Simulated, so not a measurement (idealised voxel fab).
The following process module bears the name voxel wiring stack.
Pictured: cross-section cut, 270 nm wide, on a grid of 5 nm square cells.
How to read a cross-section here: the picture is a grid of square cells, written as bands going from the top down, and any band can span one or more rows of cells. Top, bottom (nm), then materials left to right with widths (nm); lone material tagged "everywhere" fills the whole band edge to edge; "blank" = empty space. Measure heights from 0. That's the level where, below it, the as-received wafer is all one material. The lowest band is bottomless and extends downward; write it as in "0 and below". Note: "30 to 40" means the width goes from the first number (top row of the band) to the second number (bottom row) in equal steps per row of cells. Given "nothing changed" for a step, no cell of the cross-section differs between before and after that step. Closed void table: empty space of 8 cells or more with no open way to the top, each as width x height at its distance from the left edge, in nm. Anything after a step's settings on that line? It's the simulator's own note about the step. When a step includes a mask, the "overlay nm" setting on its line states how far to the right of its planned place that mask lay, and negative values state how far to the left.

**Process steps (planned)**
step 1: RECEIVE,material Si
step 2: CONFORMAL_DEP,material SiO2,thk nm 15
step 3: CONFORMAL_DEP,material SiN,thk nm 5
step 4: DIRECTIONAL_DEP,material lowk,thk nm 25
step 5: DIRECTIONAL_DEP,material aC,thk nm 15
step 6: PATTERN,tone open,mask id METAL_1,material resist,width nm 30,pitch nm 50,thk nm 30,overlay nm 0
step 7: DIRECTIONAL_ETCH,etch materials aC,depth nm 15
step 8: STRIP,etch materials resist
step 9: DIRECTIONAL_ETCH,etch materials lowk,depth nm 25
step 10: DIRECTIONAL_ETCH,etch materials SiN,depth nm 5
step 11: STRIP,etch materials aC
step 12: CONFORMAL_DEP,material TiN,thk nm 5
step 13: FILL_DEP,material Cu,thk nm 10
step 14: CMP,height nm 45
step 15: CONFORMAL_DEP,material SiCN,thk nm 5
step 16: DIRECTIONAL_DEP,material SiO2,thk nm 15
step 17: DIRECTIONAL_DEP,material aC,thk nm 15
step 18: PATTERN,tone open,mask id PLUG_1,material resist,width nm 15,pitch nm 50,thk nm 30,overlay nm 0
step 19: DIRECTIONAL_ETCH,etch materials aC,depth nm 15
step 20: STRIP,etch materials resist
step 21: DIRECTIONAL_ETCH,etch materials SiO2,depth nm 15
step 22: DIRECTIONAL_ETCH,etch materials SiCN,depth nm 5
step 23: STRIP,etch materials aC
step 24: CONFORMAL_DEP,material TiN,thk nm 5
step 25: FILL_DEP,material W,thk nm 5
step 26: CMP,height nm 65
step 27: DIRECTIONAL_DEP,material TiN,thk nm 5
step 28: DIRECTIONAL_DEP,material Ru,thk nm 20
step 29: MASKED_ETCH,tone cover,mask id METAL_2,width nm 30,pitch nm 50,etch materials Ru,depth nm 20,overlay nm 0
step 30: MASKED_ETCH,tone cover,mask id METAL_2,width nm 30,pitch nm 50,etch materials TiN,depth nm 5,overlay nm 0
step 31: FILL_DEP,material lowk,thk nm 10
step 32: CMP,height nm 90
step 33: CONFORMAL_DEP,material SiCN,thk nm 5
step 34: DIRECTIONAL_DEP,material SiO2,thk nm 15
step 35: DIRECTIONAL_DEP,material aC,thk nm 15
step 36: PATTERN,tone open,mask id PLUG_2,material resist,width nm 15,thk nm 30,overlay nm 0
step 37: DIRECTIONAL_ETCH,etch materials aC,depth nm 15
step 38: STRIP,etch materials resist
step 39: DIRECTIONAL_ETCH,etch materials SiO2,depth nm 15
step 40: DIRECTIONAL_ETCH,etch materials SiCN,depth nm 5
step 41: STRIP,etch materials aC
step 42: CONFORMAL_DEP,material TiN,thk nm 5
step 43: FILL_DEP,material W,thk nm 5
step 44: CMP,height nm 110
step 45: DIRECTIONAL_DEP,material TiN,thk nm 5
step 46: DIRECTIONAL_DEP,material Ru,thk nm 15
step 47: PATTERN,tone cover,mask id METAL_3,material resist,width nm 30,pitch nm 50,thk nm 15,overlay nm 0
step 48: DIRECTIONAL_ETCH,etch materials Ru,depth nm 15
step 49: DIRECTIONAL_ETCH,etch materials TiN,depth nm 5
step 50: STRIP,etch materials resist
step 51: CONFORMAL_DEP,material SiCN,thk nm 5
step 52: FILL_DEP,material lowk,thk nm 10
step 53: CMP,height nm 130
step 54: CONFORMAL_DEP,material SiCN,thk nm 5

**Here's what the wafer looked like in cross-section when it arrived - that's after step 1**
- 0 and below = Si everywhere
- Closed void table: none

**First of two wafers: cross-section at end of module, run per plan**
- 135 down to 130 = SiCN everywhere
- 130 down to 115 = 90 lowk  5 SiCN  30 Ru  5 SiCN  10 lowk  5 SiCN  30 Ru  5 SiCN  90 lowk
- 115 down to 110 = 95 SiCN  30 TiN  20 SiCN  30 TiN  95 SiCN
- 110 down to 95 = 95 SiO2  5 TiN  5 W  5 TiN  160 SiO2
- 95 down to 90 = 95 SiCN  15 TiN  160 SiCN
- 90 down to 70 = 95 lowk  30 Ru  20 lowk  30 Ru  95 lowk
- 70 down to 65 = 95 lowk  30 TiN  20 lowk  30 TiN  95 lowk
- 65 down to 50 = 95 SiO2  5 TiN  5 W  5 TiN  35 SiO2  5 TiN  5 W  5 TiN  110 SiO2
- 50 down to 45 = 95 SiCN  15 TiN  35 SiCN  15 TiN  110 SiCN
- 45 down to 20 = 95 lowk  5 TiN  20 Cu  5 TiN  20 lowk  5 TiN  20 Cu  5 TiN  95 lowk
- 20 down to 15 = 95 SiN  30 TiN  20 SiN  30 TiN  95 SiN
- 15 down to 0 = SiO2 everywhere
- 0 and below = Si everywhere
- Closed void table: none

**Second wafer through the module, sectioned at the end: same beginning and same plan as the first wafer, with one mistake in carrying it out**
- 135 down to 130 = SiCN everywhere
- 130 down to 115 = 90 lowk  5 SiCN  30 Ru  5 SiCN  10 lowk  5 SiCN  30 Ru  5 SiCN  90 lowk
- 115 down to 110 = 95 SiCN  30 TiN  20 SiCN  30 TiN  95 SiCN
- 110 down to 95 = 95 SiO2  5 TiN  5 W  5 TiN  160 SiO2
- 95 down to 90 = 95 SiCN  15 TiN  160 SiCN
- 90 down to 70 = 95 lowk  30 Ru  20 lowk  30 Ru  95 lowk
- 70 down to 65 = 95 lowk  30 TiN  20 lowk  30 TiN  95 lowk
- 65 down to 60 = 95 SiCN  15 TiN  35 SiCN  15 TiN  110 SiCN
- 60 down to 50 = Cu everywhere
- 50 down to 45 = 100 TiN  20 Cu  30 TiN  20 Cu  100 TiN
- 45 down to 20 = 95 lowk  5 TiN  20 Cu  5 TiN  20 lowk  5 TiN  20 Cu  5 TiN  95 lowk
- 20 down to 15 = 95 SiN  30 TiN  20 SiN  30 TiN  95 SiN
- 15 down to 0 = SiO2 everywhere
- 0 and below = Si everywhere
- Closed void table: none
Run error: step 14 of the plan was omitted and not executed
End check, counted in cells, second wafer has more or fewer of these materials than the first: Cu: 116 more; SiO2: 144 fewer; TiN: 34 more; W: 6 fewer
